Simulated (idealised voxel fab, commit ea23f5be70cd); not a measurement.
Process module, titled voxel lift off
Cross-section cut spans 165 nm and uses square cells 5 nm in size.
When this document writes out a cross-section, it uses a grid of square cells and lists it as bands, beginning at the top and moving down, with a band standing for one or more rows of cells.
Top height, bottom height, nm. Materials left to right, width each, nm. Single material + "everywhere" = fills band edge to edge. "blank" = empty.
Below 0: as-received wafer, all one material; heights counted from there. Lowest band: no bottom, goes on down, written "from 0 down".
Per-row width for "30..40": begins at first number (top row of band), ends at second number (bottom row), increment between rows held constant.
"nothing was modified" (step): cross-section cells unchanged, all of them.
Closed empty spaces (no open way to the top) of 8 cells or more are what "Closed cavity list" lists, each as width x height at distance from the left edge, nm for all three.
Read whatever lies past the settings on a step's line as the simulator's own remark about the step.
"overlay nm" on a masked step: distance the mask lay right of its planned place, negative for left.

plan
1) RECEIVE,material Si
2) CONFORMAL_DEP,material Al2O3,thk nm 5
3) PATTERN,tone open,mask id LINES,material resist,width nm 30,pitch nm 45,thk nm 15,overlay nm 0
4) DIRECTIONAL_DEP,material Ru,thk nm 5
5) STRIP,etch materials resist
6) CONFORMAL_DEP,material SiN,thk nm 5

Cross-section of the wafer as it came to us, i.e., already through step 1
- from 0 down: Si everywhere
- Closed cavity list: none

Result of the module, cross-sectioned: start per above, plan per above, one error in how it was run
- from 15 to 10: blank: 15  Ru: 40  blank: 5  Ru: 40  blank: 5  Ru: 40  blank: 20
- from 10 to 5: Ru everywhere
- from 5 to 0: Al2O3 everywhere
- from 0 down: Si everywhere
- Closed cavity list: none
What was done differently from what was planned? step 6 off recipe, ran as CONFORMAL_DEP,material Ru,thk nm 5
